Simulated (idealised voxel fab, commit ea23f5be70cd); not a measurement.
Proc. module: voxel air gaps
cross-section cut | 185 nm wide | cells 5 nm
A cross-section is a grid of square cells, given in bands from the top down. A band is one or more rows of cells. Within each band entry, the heights of the top and of the bottom of the band appear first, in that order and in nm; the materials of the band then follow from left to right, each with its corresponding width in nm. The designation "edge to edge" on a single material indicates that it fills the band from edge to edge; the designation "blank" indicates empty space. Heights are reckoned from 0. Under this level, the received wafer is all of one material. The bottommost band is open-ended downward, for example "0 and below". The notation "30..40" denotes a width that varies across the rows of cells in the band, beginning at the first number in the top row, finishing at the second number in the bottom row, and changing by an identical amount from each row to the next. No cell of the cross-section changed in a step that is given as "identical to before". "Closed void register" means: voids of 8 cells or more that are shut off from the top with no open way through. Written width x height at distance, distance from the left edge, in nm. That trailing text on a step's line, after the settings, is the simulator's own remark on the step. overlay nm: mask right of planned place by this much (step with mask). Neg. = left.

**These are the steps we planned for the process**
step 1: RECEIVE | material Si
step 2: CONFORMAL_DEP | material SiO2 | thk nm 15
step 3: CONFORMAL_DEP | material SiCN | thk nm 5
step 4: DIRECTIONAL_DEP | material lowk | thk nm 40
step 5: DIRECTIONAL_DEP | material aC | thk nm 10
step 6: PATTERN | tone open | mask id LINES | material resist | width nm 15 | pitch nm 45 | thk nm 30 | overlay nm 0
step 7: DIRECTIONAL_ETCH | etch materials aC | depth nm 10
step 8: STRIP | etch materials resist
step 9: DIRECTIONAL_ETCH | etch materials lowk | depth nm 40
step 10: STRIP | etch materials aC
step 11: CONFORMAL_DEP | material TiN | thk nm 5
step 12: FILL_DEP | material Cu | thk nm 10
step 13: CMP | height nm 60
step 14: EPI | material Ru | thk nm 10
step 15: SELECTIVE_ETCH | etch materials lowk | depth nm 50
step 16: CONFORMAL_DEP | material SiCN | thk nm 5
The width nm used in step 6 is not the same on every wafer, whereas the starting condition is; the value printed in the plan is the first wafer's.

**first wafer as received, after step 1**
* 0 and below = Si edge to edge
* Closed void register: none

**Below is a per-wafer table. In it, each row describes the wafer at the end of the module by giving, for each material, the number of cells gained (+) or lost (-) since the wafer was received, and after that the closed voids of the wafer**
width nm 15, +21 Cu, +42 Ru, +158 SiCN, +111 SiO2, +51 TiN, Closed void register: 20 x 30 at 60; 20 x 30 at 105
width nm 20, +42 Cu, +48 Ru, +150 SiCN, +111 SiO2, +54 TiN, Closed void register: 15 x 30 at 60; 15 x 30 at 105
width nm 25, +63 Cu, +54 Ru, +102 SiCN, +111 SiO2, +57 TiN, +64 lowk, Closed void register: none
width nm 30, +84 Cu, +56 Ru, +102 SiCN, +111 SiO2, +60 TiN, +48 lowk, Closed void register: none
